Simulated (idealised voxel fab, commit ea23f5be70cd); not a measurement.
Process module, titled voxel double patterning
Displayed cross-section: cut, width of 215 nm, square cells sized 5 nm.
We lay out every cross-section as a grid of square cells and spell it out in bands from the top down, where one band means one or more rows of cells.
Look at the band entry: it leads with the top's height and the bottom's height in nm. Then it lists the materials left to right, with a width in nm for each. The word "edge to edge" on a single material says that material fills the band edge to edge. The word "air" is empty space.
All heights in this document are referenced to 0, defined as the level beneath which the wafer, as received, consists entirely of one material. The lowest band is not bounded below; it extends indefinitely downward and is written in the form "0 -> down".
Think of "30->40" as a width that walks from the first number to the second as you go down the band, top row to bottom row, taking equal-sized steps from row to row.
No cell of the cross-section changed in a step that is given as "remained the same".
The label "Trapped void list" introduces a list of the empty spaces, 8 cells or larger, that have no open way up to the top; each entry in it reads width x height at distance, where the distance is taken from the left edge and all three are stated in nm.
Note: text after step settings on the step line = simulator remark on that step.
The setting "overlay nm" may be written on the line of a step. When the step uses a mask, the value reports how far to the right of the planned place the mask lay, and a negative value reports that it lay to the left.
## Planned step list for the process
1,RECEIVE | material Si
2,CONFORMAL_DEP | material SiO2 | thk nm 5
3,DIRECTIONAL_DEP | material W | thk nm 20
4,DIRECTIONAL_DEP | material SiCN | thk nm 5
5,DIRECTIONAL_DEP | material aC | thk nm 10
6,PATTERN | tone open | mask id FIRST | material resist | width nm 15 | pitch nm 50 | thk nm 25 | overlay nm 0
7,DIRECTIONAL_ETCH | etch materials aC | depth nm 10
8,STRIP | etch materials resist
9,DIRECTIONAL_ETCH | etch materials SiCN | depth nm 5
10,STRIP | etch materials aC
11,MASKED_ETCH | tone open | mask id SECOND | width nm 15 | pitch nm 50 | etch materials SiCN | depth nm 5 | overlay nm 0
12,DIRECTIONAL_ETCH | etch materials W | depth nm 20
13,STRIP | etch materials SiCN
## Wafer at receipt (post step 1), cross-section
    0 -> down  Si edge to edge
    Trapped void list: none
## Module complete, cross-section. Starting point and plan per above. One mistake made in running the module
    25 -> 5  50 nm W / 15 nm air / 10 nm W / 15 nm air / 10 nm W / 15 nm air / 10 nm W / 15 nm air / 10 nm W / 15 nm air / 50 nm W
    5 -> 0  aC edge to edge
    0 -> down  Si edge to edge
    Trapped void list: none
Deviation noted in wafer processing: it should be noted that step 2 was executed with settings other than those planned, the operation and settings actually applied being CONFORMAL_DEP | material aC | thk nm 5
